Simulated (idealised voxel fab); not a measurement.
You're looking at the process module voxel double patterning.
Xsec cut, 200 nm wide, square cell size 5 nm.
Square cells in a grid make up a cross-section in this document, and the grid is given as bands, listed from the top down, each one or more rows of cells. Band: top and bottom heights (nm) first, top before bottom; then materials from left to right, widths in nm. "edge to edge" marks a sole material filling the band edge to edge. "empty" denotes empty space. Heights are measured from 0, the level below which the as-received wafer is all one material; the lowest band has no bottom and continues downward, written as in "from 0 down". You'd read "30 to 40" like this: the band's top row of cells is as wide as the first number, its bottom row is as wide as the second, and going down, every row changes width by the same amount as the row before did. The designation "changes: none", where it is given for a processing step, indicates that no cell of the cross-section was altered in the course of that step. "Cavities, sealed" - sealed voids, min. 8 cells, no opening to top; format: width x height at distance (distance from left edge; nm throughout). Step line, after settings: the simulator's comment on this step. overlay nm: for a step with a mask, the amount by which the mask lay right of where it was planned; a negative amount means left of it. Reading key. Pairs: pre-step and post-step cross-section, one process step apart; post-step view only to lowest changed band. Step between + settings: beneath pair. Runs: pairs may be from different runs of this module, same starting wafer. Continuation from pair above: only where "Snapshot before" entry says.
[Snapshot before]
> from 0 down  Si edge to edge
> Cavities, sealed: none
[Resulting Structure]
> from 5 to 0  SiN edge to edge
> Unchanged below 0.
> Cavities, sealed: none
Going from one cross-section above to the next, the wafer undergoes CONFORMAL_DEP: material SiN, thk nm 5
Snapshot before: Please consult the pair immediately above; the cross-section it shows after its step is the state before this step.
[Resulting Structure]
> from 25 to 5  SiO2 edge to edge
> Unchanged below 5.
> Cavities, sealed: none
Going from one cross-section above to the next, the wafer undergoes DIRECTIONAL_DEP: material SiO2, thk nm 20
Snapshot before: Please consult the pair immediately above; the cross-section it shows after its step is the state before this step.
[Resulting Structure]
> from 35 to 25  SiCN edge to edge
> Unchanged below 25.
> Cavities, sealed: none
Going from one cross-section above to the next, the wafer undergoes DIRECTIONAL_DEP: material SiCN, thk nm 10
Snapshot before: Please consult the pair immediately above; the cross-section it shows after its step is the state before this step.
[Resulting Structure]
> from 45 to 35  aC edge to edge
> Unchanged below 35.
> Cavities, sealed: none
Going from one cross-section above to the next, the wafer undergoes DIRECTIONAL_DEP: material aC, thk nm 10
Snapshot before: Please consult the pair immediately above; the cross-section it shows after its step is the state before this step.
[Resulting Structure]
> from 75 to 45  65 nm resist, 15 nm empty, 35 nm resist, 15 nm empty, 70 nm resist
> Unchanged below 45.
> Cavities, sealed: none
Going from one cross-section above to the next, the wafer undergoes PATTERN: tone open, mask id FIRST, material resist, width nm 15, pitch nm 50, thk nm 30, overlay nm 0
Snapshot before: Please consult the pair immediately above; the cross-section it shows after its step is the state before this step.
[Resulting Structure]
> from 65 to 45  65 nm resist, 15 nm empty, 35 nm resist, 15 nm empty, 70 nm resist
> from 45 to 35  65 nm aC, 15 nm empty, 35 nm aC, 15 nm empty, 70 nm aC
> Unchanged below 35.
> Cavities, sealed: none
Going from one cross-section above to the next, the wafer undergoes DIRECTIONAL_ETCH: etch materials aC, depth nm 10
Snapshot before: Please consult the pair immediately above; the cross-section it shows after its step is the state before this step.
[Resulting Structure]
> from 45 to 35  65 nm aC, 15 nm empty, 35 nm aC, 15 nm empty, 70 nm aC
> Unchanged below 35.
> Cavities, sealed: none
Going from one cross-section above to the next, the wafer undergoes STRIP: etch materials resist
Snapshot before: Please consult the pair immediately above; the cross-section it shows after its step is the state before this step.
[Resulting Structure]
> from 45 to 35  65 nm aC, 15 nm empty, 35 nm aC, 15 nm empty, 70 nm aC
> from 35 to 25  65 nm SiCN, 15 nm empty, 35 nm SiCN, 15 nm empty, 70 nm SiCN
> Unchanged below 25.
> Cavities, sealed: none
Going from one cross-section above to the next, the wafer undergoes DIRECTIONAL_ETCH: etch materials SiCN, depth nm 10
Snapshot before: Please consult the pair immediately above; the cross-section it shows after its step is the state before this step.
[Resulting Structure]
> from 35 to 25  65 nm SiCN, 15 nm empty, 35 nm SiCN, 15 nm empty, 70 nm SiCN
> Unchanged below 25.
> Cavities, sealed: none
Going from one cross-section above to the next, the wafer undergoes STRIP: etch materials aC
Snapshot before: Please consult the pair immediately above; the cross-section it shows after its step is the state before this step.
[Resulting Structure]
> from 35 to 25  65 nm SiCN, 15 nm empty, 10 nm SiCN, 15 nm empty, 10 nm SiCN, 15 nm empty, 70 nm SiCN
> Unchanged below 25.
> Cavities, sealed: none
Going from one cross-section above to the next, the wafer undergoes MASKED_ETCH: tone open, mask id SECOND, width nm 15, etch materials SiCN, depth nm 10, overlay nm 0
Snapshot before: Please consult the pair immediately above; the cross-section it shows after its step is the state before this step.
[Resulting Structure]
> from 35 to 25  65 nm SiCN, 15 nm empty, 10 nm SiCN, 15 nm empty, 10 nm SiCN, 15 nm empty, 70 nm SiCN
> from 25 to 5  65 nm SiO2, 15 nm empty, 10 nm SiO2, 15 nm empty, 10 nm SiO2, 15 nm empty, 70 nm SiO2
> Unchanged below 5.
> Cavities, sealed: none
Going from one cross-section above to the next, the wafer undergoes DIRECTIONAL_ETCH: etch materials SiO2, depth nm 20
Snapshot before: Please consult the pair immediately above; the cross-section it shows after its step is the state before this step.
[Resulting Structure]
> from 25 to 5  65 nm SiO2, 15 nm empty, 10 nm SiO2, 15 nm empty, 10 nm SiO2, 15 nm empty, 70 nm SiO2
> Unchanged below 5.
> Cavities, sealed: none
Going from one cross-section above to the next, the wafer undergoes STRIP: etch materials SiCN
[Snapshot before]
> from 0 down  Si edge to edge
> Cavities, sealed: none
[Resulting Structure]
> from 20 to 0  SiO2 edge to edge
> Unchanged below 0.
> Cavities, sealed: none
Going from one cross-section above to the next, the wafer undergoes DIRECTIONAL_DEP: material SiO2, thk nm 20
Snapshot before: Please consult the pair immediately above; the cross-section it shows after its step is the state before this step.
[Resulting Structure]
> from 30 to 20  SiCN edge to edge
> Unchanged below 20.
> Cavities, sealed: none
Going from one cross-section above to the next, the wafer undergoes DIRECTIONAL_DEP: material SiCN, thk nm 10
Snapshot before: Please consult the pair immediately above; the cross-section it shows after its step is the state before this step.
[Resulting Structure]
> from 40 to 30  aC edge to edge
> Unchanged below 30.
> Cavities, sealed: none
Going from one cross-section above to the next, the wafer undergoes DIRECTIONAL_DEP: material aC, thk nm 10
Snapshot before: Please consult the pair immediately above; the cross-section it shows after its step is the state before this step.
[Resulting Structure]
> from 70 to 40  65 nm resist, 15 nm empty, 35 nm resist, 15 nm empty, 70 nm resist
> Unchanged below 40.
> Cavities, sealed: none
Going from one cross-section above to the next, the wafer undergoes PATTERN: tone open, mask id FIRST, material resist, width nm 15, pitch nm 50, thk nm 30, overlay nm 0
Snapshot before: Please consult the pair immediately above; the cross-section it shows after its step is the state before this step.
[Resulting Structure]
> from 60 to 40  65 nm resist, 15 nm empty, 35 nm resist, 15 nm empty, 70 nm resist
> from 40 to 30  65 nm aC, 15 nm empty, 35 nm aC, 15 nm empty, 70 nm aC
> Unchanged below 30.
> Cavities, sealed: none
Going from one cross-section above to the next, the wafer undergoes DIRECTIONAL_ETCH: etch materials aC, depth nm 10
Snapshot before: Please consult the pair immediately above; the cross-section it shows after its step is the state before this step.
[Resulting Structure]
> from 40 to 30  65 nm aC, 15 nm empty, 35 nm aC, 15 nm empty, 70 nm aC
> Unchanged below 30.
> Cavities, sealed: none
Going from one cross-section above to the next, the wafer undergoes STRIP: etch materials resist
Snapshot before: Please consult the pair immediately above; the cross-section it shows after its step is the state before this step.
[Resulting Structure]
> from 40 to 30  65 nm aC, 15 nm empty, 35 nm aC, 15 nm empty, 70 nm aC
> from 30 to 20  65 nm SiCN, 15 nm empty, 35 nm SiCN, 15 nm empty, 70 nm SiCN
> Unchanged below 20.
> Cavities, sealed: none
Going from one cross-section above to the next, the wafer undergoes DIRECTIONAL_ETCH: etch materials SiCN, depth nm 10
Snapshot before: Please consult the pair immediately above; the cross-section it shows after its step is the state before this step.
[Resulting Structure]
> from 30 to 20  65 nm SiCN, 15 nm empty, 35 nm SiCN, 15 nm empty, 70 nm SiCN
> Unchanged below 20.
> Cavities, sealed: none
Going from one cross-section above to the next, the wafer undergoes STRIP: etch materials aC
Snapshot before: Please consult the pair immediately above; the cross-section it shows after its step is the state before this step.
[Resulting Structure]
> from 30 to 20  65 nm SiCN, 15 nm empty, 10 nm SiCN, 15 nm empty, 10 nm SiCN, 15 nm empty, 70 nm SiCN
> Unchanged below 20.
> Cavities, sealed: none
Going from one cross-section above to the next, the wafer undergoes MASKED_ETCH: tone open, mask id SECOND, width nm 15, etch materials SiCN, depth nm 10, overlay nm 0
Snapshot before: Please consult the pair immediately above; the cross-section it shows after its step is the state before this step.
[Resulting Structure]
> from 30 to 20  65 nm SiCN, 15 nm empty, 10 nm SiCN, 15 nm empty, 10 nm SiCN, 15 nm empty, 70 nm SiCN
> from 20 to 0  65 nm SiO2, 15 nm empty, 10 nm SiO2, 15 nm empty, 10 nm SiO2, 15 nm empty, 70 nm SiO2
> Unchanged below 0.
> Cavities, sealed: none
Going from one cross-section above to the next, the wafer undergoes DIRECTIONAL_ETCH: etch materials SiO2, depth nm 20
Snapshot before: Please consult the pair immediately above; the cross-section it shows after its step is the state before this step.
[Resulting Structure]
> from 20 to 0  65 nm SiO2, 15 nm empty, 10 nm SiO2, 15 nm empty, 10 nm SiO2, 15 nm empty, 70 nm SiO2
> Unchanged below 0.
> Cavities, sealed: none
Going from one cross-section above to the next, the wafer undergoes STRIP: etch materials SiCN
[Snapshot before]
> from 25 to 5  SiO2 edge to edge
> from 5 to 0  SiN edge to edge
> from 0 down  Si edge to edge
> Cavities, sealed: none
[Resulting Structure]
> from 45 to 5  SiO2 edge to edge
> Unchanged below 5.
> Cavities, sealed: none
Going from one cross-section above to the next, the wafer undergoes DIRECTIONAL_DEP: material SiO2, thk nm 20
Snapshot before: Please consult the pair immediately above; the cross-section it shows after its step is the state before this step.
[Resulting Structure]
> from 55 to 45  SiCN edge to edge
> Unchanged below 45.
> Cavities, sealed: none
Going from one cross-section above to the next, the wafer undergoes DIRECTIONAL_DEP: material SiCN, thk nm 10
Snapshot before: Please consult the pair immediately above; the cross-section it shows after its step is the state before this step.
[Resulting Structure]
> from 65 to 55  aC edge to edge
> Unchanged below 55.
> Cavities, sealed: none
Going from one cross-section above to the next, the wafer undergoes DIRECTIONAL_DEP: material aC, thk nm 10
Snapshot before: Please consult the pair immediately above; the cross-section it shows after its step is the state before this step.
[Resulting Structure]
> from 95 to 65  65 nm resist, 15 nm empty, 35 nm resist, 15 nm empty, 70 nm resist
> Unchanged below 65.
> Cavities, sealed: none
Going from one cross-section above to the next, the wafer undergoes PATTERN: tone open, mask id FIRST, material resist, width nm 15, pitch nm 50, thk nm 30, overlay nm 0
Snapshot before: Please consult the pair immediately above; the cross-section it shows after its step is the state before this step.
[Resulting Structure]
> from 85 to 65  65 nm resist, 15 nm empty, 35 nm resist, 15 nm empty, 70 nm resist
> from 65 to 55  65 nm aC, 15 nm empty, 35 nm aC, 15 nm empty, 70 nm aC
> Unchanged below 55.
> Cavities, sealed: none
Going from one cross-section above to the next, the wafer undergoes DIRECTIONAL_ETCH: etch materials aC, depth nm 10
Snapshot before: Please consult the pair immediately above; the cross-section it shows after its step is the state before this step.
[Resulting Structure]
> from 65 to 55  65 nm aC, 15 nm empty, 35 nm aC, 15 nm empty, 70 nm aC
> Unchanged below 55.
> Cavities, sealed: none
Going from one cross-section above to the next, the wafer undergoes STRIP: etch materials resist
Snapshot before: Please consult the pair immediately above; the cross-section it shows after its step is the state before this step.
[Resulting Structure]
> from 65 to 55  65 nm aC, 15 nm empty, 35 nm aC, 15 nm empty, 70 nm aC
> from 55 to 45  65 nm SiCN, 15 nm empty, 35 nm SiCN, 15 nm empty, 70 nm SiCN
> Unchanged below 45.
> Cavities, sealed: none
Going from one cross-section above to the next, the wafer undergoes DIRECTIONAL_ETCH: etch materials SiCN, depth nm 10
Snapshot before: Please consult the pair immediately above; the cross-section it shows after its step is the state before this step.
[Resulting Structure]
> from 55 to 45  65 nm SiCN, 15 nm empty, 35 nm SiCN, 15 nm empty, 70 nm SiCN
> Unchanged below 45.
> Cavities, sealed: none
Going from one cross-section above to the next, the wafer undergoes STRIP: etch materials aC
Snapshot before: Please consult the pair immediately above; the cross-section it shows after its step is the state before this step.
[Resulting Structure]
> from 55 to 45  65 nm SiCN, 15 nm empty, 10 nm SiCN, 15 nm empty, 10 nm SiCN, 15 nm empty, 70 nm SiCN
> Unchanged below 45.
> Cavities, sealed: none
Going from one cross-section above to the next, the wafer undergoes MASKED_ETCH: tone open, mask id SECOND, width nm 15, etch materials SiCN, depth nm 10, overlay nm 0
Snapshot before: Please consult the pair immediately above; the cross-section it shows after its step is the state before this step.
[Resulting Structure]
> from 55 to 45  65 nm SiCN, 15 nm empty, 10 nm SiCN, 15 nm empty, 10 nm SiCN, 15 nm empty, 70 nm SiCN
> from 45 to 25  65 nm SiO2, 15 nm empty, 10 nm SiO2, 15 nm empty, 10 nm SiO2, 15 nm empty, 70 nm SiO2
> Unchanged below 25.
> Cavities, sealed: none
Going from one cross-section above to the next, the wafer undergoes DIRECTIONAL_ETCH: etch materials SiO2, depth nm 20
Snapshot before: Please consult the pair immediately above; the cross-section it shows after its step is the state before this step.
[Resulting Structure]
> from 45 to 25  65 nm SiO2, 15 nm empty, 10 nm SiO2, 15 nm empty, 10 nm SiO2, 15 nm empty, 70 nm SiO2
> Unchanged below 25.
> Cavities, sealed: none
Going from one cross-section above to the next, the wafer undergoes STRIP: etch materials SiCN
[Snapshot before]
> from 20 to 0  SiO2 edge to edge
> from 0 down  Si edge to edge
> Cavities, sealed: none
[Resulting Structure]
> from 25 to 20  SiN edge to edge
> Unchanged below 20.
> Cavities, sealed: none
Going from one cross-section above to the next, the wafer undergoes CONFORMAL_DEP: material SiN, thk nm 5
Snapshot before: Please consult the pair immediately above; the cross-section it shows after its step is the state before this step.
[Resulting Structure]
> from 35 to 25  SiCN edge to edge
> Unchanged below 25.
> Cavities, sealed: none
Going from one cross-section above to the next, the wafer undergoes DIRECTIONAL_DEP: material SiCN, thk nm 10
Snapshot before: Please consult the pair immediately above; the cross-section it shows after its step is the state before this step.
[Resulting Structure]
> from 45 to 35  aC edge to edge
> Unchanged below 35.
> Cavities, sealed: none
Going from one cross-section above to the next, the wafer undergoes DIRECTIONAL_DEP: material aC, thk nm 10
Snapshot before: Please consult the pair immediately above; the cross-section it shows after its step is the state before this step.
[Resulting Structure]
> from 75 to 45  65 nm resist, 15 nm empty, 35 nm resist, 15 nm empty, 70 nm resist
> Unchanged below 45.
> Cavities, sealed: none
Going from one cross-section above to the next, the wafer undergoes PATTERN: tone open, mask id FIRST, material resist, width nm 15, pitch nm 50, thk nm 30, overlay nm 0
Snapshot before: Please consult the pair immediately above; the cross-section it shows after its step is the state before this step.
[Resulting Structure]
> from 65 to 45  65 nm resist, 15 nm empty, 35 nm resist, 15 nm empty, 70 nm resist
> from 45 to 35  65 nm aC, 15 nm empty, 35 nm aC, 15 nm empty, 70 nm aC
> Unchanged below 35.
> Cavities, sealed: none
Going from one cross-section above to the next, the wafer undergoes DIRECTIONAL_ETCH: etch materials aC, depth nm 10
Snapshot before: Please consult the pair immediately above; the cross-section it shows after its step is the state before this step.
[Resulting Structure]
> from 45 to 35  65 nm aC, 15 nm empty, 35 nm aC, 15 nm empty, 70 nm aC
> Unchanged below 35.
> Cavities, sealed: none
Going from one cross-section above to the next, the wafer undergoes STRIP: etch materials resist
Snapshot before: Please consult the pair immediately above; the cross-section it shows after its step is the state before this step.
[Resulting Structure]
> from 45 to 35  65 nm aC, 15 nm empty, 35 nm aC, 15 nm empty, 70 nm aC
> from 35 to 25  65 nm SiCN, 15 nm empty, 35 nm SiCN, 15 nm empty, 70 nm SiCN
> Unchanged below 25.
> Cavities, sealed: none
Going from one cross-section above to the next, the wafer undergoes DIRECTIONAL_ETCH: etch materials SiCN, depth nm 10
Snapshot before: Please consult the pair immediately above; the cross-section it shows after its step is the state before this step.
[Resulting Structure]
> from 35 to 25  65 nm SiCN, 15 nm empty, 35 nm SiCN, 15 nm empty, 70 nm SiCN
> Unchanged below 25.
> Cavities, sealed: none
Going from one cross-section above to the next, the wafer undergoes STRIP: etch materials aC
Snapshot before: Please consult the pair immediately above; the cross-section it shows after its step is the state before this step.
[Resulting Structure]
> from 35 to 25  65 nm SiCN, 15 nm empty, 10 nm SiCN, 15 nm empty, 10 nm SiCN, 15 nm empty, 70 nm SiCN
> Unchanged below 25.
> Cavities, sealed: none
Going from one cross-section above to the next, the wafer undergoes MASKED_ETCH: tone open, mask id SECOND, width nm 15, etch materials SiCN, depth nm 10, overlay nm 0
Snapshot before: Please consult the pair immediately above; the cross-section it shows after its step is the state before this step.
[Resulting Structure]
> from 25 to 20  SiN edge to edge
> Unchanged below 20.
> Cavities, sealed: none
Going from one cross-section above to the next, the wafer undergoes STRIP: etch materials SiCN
[Snapshot before]
> from 35 to 25  65 nm SiCN, 15 nm empty, 10 nm SiCN, 15 nm empty, 10 nm SiCN, 15 nm empty, 70 nm SiCN
> from 25 to 5  SiO2 edge to edge
> from 5 to 0  SiN edge to edge
> from 0 down  Si edge to edge
> Cavities, sealed: none
[Resulting Structure]
> from 35 to 25  65 nm SiCN, 15 nm empty, 10 nm SiCN, 15 nm empty, 10 nm SiCN, 15 nm empty, 70 nm SiCN
> from 25 to 10  65 nm SiO2, 15 nm empty, 10 nm SiO2, 15 nm empty, 10 nm SiO2, 15 nm empty, 70 nm SiO2
> Unchanged below 10.
> Cavities, sealed: none
Going from one cross-section above to the next, the wafer undergoes DIRECTIONAL_ETCH: etch materials SiO2, depth nm 15
Snapshot before: Please consult the pair immediately above; the cross-section it shows after its step is the state before this step.
[Resulting Structure]
> from 25 to 10  65 nm SiO2, 15 nm empty, 10 nm SiO2, 15 nm empty, 10 nm SiO2, 15 nm empty, 70 nm SiO2
> Unchanged below 10.
> Cavities, sealed: none
Going from one cross-section above to the next, the wafer undergoes STRIP: etch materials SiCN
[Snapshot before]
> from 35 to 25  65 nm SiCN, 15 nm empty, 35 nm SiCN, 15 nm empty, 70 nm SiCN
> from 25 to 5  SiO2 edge to edge
> from 5 to 0  SiN edge to edge
> from 0 down  Si edge to edge
> Cavities, sealed: none
[Resulting Structure]
> from 35 to 25  65 nm SiCN, 15 nm empty, 10 nm SiCN, 20 nm empty, 5 nm SiCN, 15 nm empty, 70 nm SiCN
> Unchanged below 25.
> Cavities, sealed: none
Going from one cross-section above to the next, the wafer undergoes MASKED_ETCH: tone open, mask id SECOND, width nm 20, etch materials SiCN, depth nm 10, overlay nm 0
Snapshot before: Please consult the pair immediately above; the cross-section it shows after its step is the state before this step.
[Resulting Structure]
> from 35 to 25  65 nm SiCN, 15 nm empty, 10 nm SiCN, 20 nm empty, 5 nm SiCN, 15 nm empty, 70 nm SiCN
> from 25 to 5  65 nm SiO2, 15 nm empty, 10 nm SiO2, 20 nm empty, 5 nm SiO2, 15 nm empty, 70 nm SiO2
> Unchanged below 5.
> Cavities, sealed: none
Going from one cross-section above to the next, the wafer undergoes DIRECTIONAL_ETCH: etch materials SiO2, depth nm 20
Snapshot before: Please consult the pair immediately above; the cross-section it shows after its step is the state before this step.
[Resulting Structure]
> from 25 to 5  65 nm SiO2, 15 nm empty, 10 nm SiO2, 20 nm empty, 5 nm SiO2, 15 nm empty, 70 nm SiO2
> Unchanged below 5.
> Cavities, sealed: none
Going from one cross-section above to the next, the wafer undergoes STRIP: etch materials SiCN
[Snapshot before]
> from 45 to 35  aC edge to edge
> from 35 to 25  SiCN edge to edge
> from 25 to 5  SiO2 edge to edge
> from 5 to 0  SiN edge to edge
> from 0 down  Si edge to edge
> Cavities, sealed: none
[Resulting Structure]
> from 75 to 45  60 nm resist, 15 nm empty, 35 nm resist, 15 nm empty, 75 nm resist
> Unchanged below 45.
> Cavities, sealed: none
Going from one cross-section above to the next, the wafer undergoes PATTERN: tone open, mask id FIRST, material resist, width nm 15, pitch nm 50, thk nm 30, overlay nm -5
Snapshot before: Please consult the pair immediately above; the cross-section it shows after its step is the state before this step.
[Resulting Structure]
> from 65 to 45  60 nm resist, 15 nm empty, 35 nm resist, 15 nm empty, 75 nm resist
> from 45 to 35  60 nm aC, 15 nm empty, 35 nm aC, 15 nm empty, 75 nm aC
> Unchanged below 35.
> Cavities, sealed: none
Going from one cross-section above to the next, the wafer undergoes DIRECTIONAL_ETCH: etch materials aC, depth nm 10
Snapshot before: Please consult the pair immediately above; the cross-section it shows after its step is the state before this step.
[Resulting Structure]
> from 45 to 35  60 nm aC, 15 nm empty, 35 nm aC, 15 nm empty, 75 nm aC
> Unchanged below 35.
> Cavities, sealed: none
Going from one cross-section above to the next, the wafer undergoes STRIP: etch materials resist
Snapshot before: Please consult the pair immediately above; the cross-section it shows after its step is the state before this step.
[Resulting Structure]
> from 45 to 35  60 nm aC, 15 nm empty, 35 nm aC, 15 nm empty, 75 nm aC
> from 35 to 25  60 nm SiCN, 15 nm empty, 35 nm SiCN, 15 nm empty, 75 nm SiCN
> Unchanged below 25.
> Cavities, sealed: none
Going from one cross-section above to the next, the wafer undergoes DIRECTIONAL_ETCH: etch materials SiCN, depth nm 10
Snapshot before: Please consult the pair immediately above; the cross-section it shows after its step is the state before this step.
[Resulting Structure]
> from 35 to 25  60 nm SiCN, 15 nm empty, 35 nm SiCN, 15 nm empty, 75 nm SiCN
> Unchanged below 25.
> Cavities, sealed: none
Going from one cross-section above to the next, the wafer undergoes STRIP: etch materials aC
Snapshot before: Please consult the pair immediately above; the cross-section it shows after its step is the state before this step.
[Resulting Structure]
> from 35 to 25  60 nm SiCN, 15 nm empty, 15 nm SiCN, 15 nm empty, 5 nm SiCN, 15 nm empty, 75 nm SiCN
> Unchanged below 25.
> Cavities, sealed: none
Going from one cross-section above to the next, the wafer undergoes MASKED_ETCH: tone open, mask id SECOND, width nm 15, etch materials SiCN, depth nm 10, overlay nm 0
Snapshot before: Please consult the pair immediately above; the cross-section it shows after its step is the state before this step.
[Resulting Structure]
> from 35 to 25  60 nm SiCN, 15 nm empty, 15 nm SiCN, 15 nm empty, 5 nm SiCN, 15 nm empty, 75 nm SiCN
> from 25 to 5  60 nm SiO2, 15 nm empty, 15 nm SiO2, 15 nm empty, 5 nm SiO2, 15 nm empty, 75 nm SiO2
> Unchanged below 5.
> Cavities, sealed: none
Going from one cross-section above to the next, the wafer undergoes DIRECTIONAL_ETCH: etch materials SiO2, depth nm 20
Snapshot before: Please consult the pair immediately above; the cross-section it shows after its step is the state before this step.
[Resulting Structure]
> from 25 to 5  60 nm SiO2, 15 nm empty, 15 nm SiO2, 15 nm empty, 5 nm SiO2, 15 nm empty, 75 nm SiO2
> Unchanged below 5.
> Cavities, sealed: none
Going from one cross-section above to the next, the wafer undergoes STRIP: etch materials SiCN
[Snapshot before]
> from 5 to 0  SiN edge to edge
> from 0 down  Si edge to edge
> Cavities, sealed: none
[Resulting Structure]
> from 25 to 0  SiN edge to edge
> Unchanged below 0.
> Cavities, sealed: none
Going from one cross-section above to the next, the wafer undergoes DIRECTIONAL_DEP: material SiN, thk nm 20
Snapshot before: Please consult the pair immediately above; the cross-section it shows after its step is the state before this step.
[Resulting Structure]
> from 35 to 25  SiCN edge to edge
> Unchanged below 25.
> Cavities, sealed: none
Going from one cross-section above to the next, the wafer undergoes DIRECTIONAL_DEP: material SiCN, thk nm 10
Snapshot before: Please consult the pair immediately above; the cross-section it shows after its step is the state before this step.
[Resulting Structure]
> from 45 to 35  aC edge to edge
> Unchanged below 35.
> Cavities, sealed: none
Going from one cross-section above to the next, the wafer undergoes DIRECTIONAL_DEP: material aC, thk nm 10
Snapshot before: Please consult the pair immediately above; the cross-section it shows after its step is the state before this step.
[Resulting Structure]
> from 75 to 45  65 nm resist, 15 nm empty, 35 nm resist, 15 nm empty, 70 nm resist
> Unchanged below 45.
> Cavities, sealed: none
Going from one cross-section above to the next, the wafer undergoes PATTERN: tone open, mask id FIRST, material resist, width nm 15, pitch nm 50, thk nm 30, overlay nm 0
Snapshot before: Please consult the pair immediately above; the cross-section it shows after its step is the state before this step.
[Resulting Structure]
> from 65 to 45  65 nm resist, 15 nm empty, 35 nm resist, 15 nm empty, 70 nm resist
> from 45 to 35  65 nm aC, 15 nm empty, 35 nm aC, 15 nm empty, 70 nm aC
> Unchanged below 35.
> Cavities, sealed: none
Going from one cross-section above to the next, the wafer undergoes DIRECTIONAL_ETCH: etch materials aC, depth nm 10
Snapshot before: Please consult the pair immediately above; the cross-section it shows after its step is the state before this step.
[Resulting Structure]
> from 45 to 35  65 nm aC, 15 nm empty, 35 nm aC, 15 nm empty, 70 nm aC
> Unchanged below 35.
> Cavities, sealed: none
Going from one cross-section above to the next, the wafer undergoes STRIP: etch materials resist
Snapshot before: Please consult the pair immediately above; the cross-section it shows after its step is the state before this step.
[Resulting Structure]
> from 45 to 35  65 nm aC, 15 nm empty, 35 nm aC, 15 nm empty, 70 nm aC
> from 35 to 25  65 nm SiCN, 15 nm empty, 35 nm SiCN, 15 nm empty, 70 nm SiCN
> Unchanged below 25.
> Cavities, sealed: none
Going from one cross-section above to the next, the wafer undergoes DIRECTIONAL_ETCH: etch materials SiCN, depth nm 10
Snapshot before: Please consult the pair immediately above; the cross-section it shows after its step is the state before this step.
[Resulting Structure]
> from 35 to 25  65 nm SiCN, 15 nm empty, 35 nm SiCN, 15 nm empty, 70 nm SiCN
> Unchanged below 25.
> Cavities, sealed: none
Going from one cross-section above to the next, the wafer undergoes STRIP: etch materials aC
Snapshot before: Please consult the pair immediately above; the cross-section it shows after its step is the state before this step.
[Resulting Structure]
> from 35 to 25  65 nm SiCN, 15 nm empty, 10 nm SiCN, 15 nm empty, 10 nm SiCN, 15 nm empty, 70 nm SiCN
> Unchanged below 25.
> Cavities, sealed: none
Going from one cross-section above to the next, the wafer undergoes MASKED_ETCH: tone open, mask id SECOND, width nm 15, etch materials SiCN, depth nm 10, overlay nm 0
Snapshot before: Please consult the pair immediately above; the cross-section it shows after its step is the state before this step.
[Resulting Structure]
> from 25 to 0  SiN edge to edge
> Unchanged below 0.
> Cavities, sealed: none
Going from one cross-section above to the next, the wafer undergoes STRIP: etch materials SiCN
[Snapshot before]
> from 45 to 35  aC edge to edge
> from 35 to 25  SiCN edge to edge
> from 25 to 5  SiO2 edge to edge
> from 5 to 0  SiN edge to edge
> from 0 down  Si edge to edge
> Cavities, sealed: none
[Resulting Structure]
> from 75 to 45  65 nm empty, 15 nm resist, 35 nm empty, 15 nm resist, 70 nm empty
> Unchanged below 45.
> Cavities, sealed: none
Going from one cross-section above to the next, the wafer undergoes PATTERN: tone cover, mask id FIRST, material resist, width nm 15, pitch nm 50, thk nm 30, overlay nm 0
Snapshot before: Please consult the pair immediately above; the cross-section it shows after its step is the state before this step.
[Resulting Structure]
> from 65 to 45  65 nm empty, 15 nm resist, 35 nm empty, 15 nm resist, 70 nm empty
> from 45 to 35  65 nm empty, 15 nm aC, 35 nm empty, 15 nm aC, 70 nm empty
> Unchanged below 35.
> Cavities, sealed: none
Going from one cross-section above to the next, the wafer undergoes DIRECTIONAL_ETCH: etch materials aC, depth nm 10
Snapshot before: Please consult the pair immediately above; the cross-section it shows after its step is the state before this step.
[Resulting Structure]
> from 45 to 35  65 nm empty, 15 nm aC, 35 nm empty, 15 nm aC, 70 nm empty
> Unchanged below 35.
> Cavities, sealed: none
Going from one cross-section above to the next, the wafer undergoes STRIP: etch materials resist
Snapshot before: Please consult the pair immediately above; the cross-section it shows after its step is the state before this step.
[Resulting Structure]
> from 45 to 35  65 nm empty, 15 nm aC, 35 nm empty, 15 nm aC, 70 nm empty
> from 35 to 25  65 nm empty, 15 nm SiCN, 35 nm empty, 15 nm SiCN, 70 nm empty
> Unchanged below 25.
> Cavities, sealed: none
Going from one cross-section above to the next, the wafer undergoes DIRECTIONAL_ETCH: etch materials SiCN, depth nm 10
Snapshot before: Please consult the pair immediately above; the cross-section it shows after its step is the state before this step.
[Resulting Structure]
> from 35 to 25  65 nm empty, 15 nm SiCN, 35 nm empty, 15 nm SiCN, 70 nm empty
> Unchanged below 25.
> Cavities, sealed: none
Going from one cross-section above to the next, the wafer undergoes STRIP: etch materials aC
Snapshot before: Please consult the pair immediately above; the cross-section it shows after its step is the state before this step.
[Resulting Structure]
> from 35 to 25  65 nm empty, 15 nm SiCN, 35 nm empty, 15 nm SiCN, 70 nm empty
> from 25 to 5  65 nm empty, 15 nm SiO2, 35 nm empty, 15 nm SiO2, 70 nm empty
> Unchanged below 5.
> Cavities, sealed: none
Going from one cross-section above to the next, the wafer undergoes DIRECTIONAL_ETCH: etch materials SiO2, depth nm 20
Snapshot before: Please consult the pair immediately above; the cross-section it shows after its step is the state before this step.
[Resulting Structure]
> from 25 to 5  65 nm empty, 15 nm SiO2, 35 nm empty, 15 nm SiO2, 70 nm empty
> Unchanged below 5.
> Cavities, sealed: none
Going from one cross-section above to the next, the wafer undergoes STRIP: etch materials SiCN
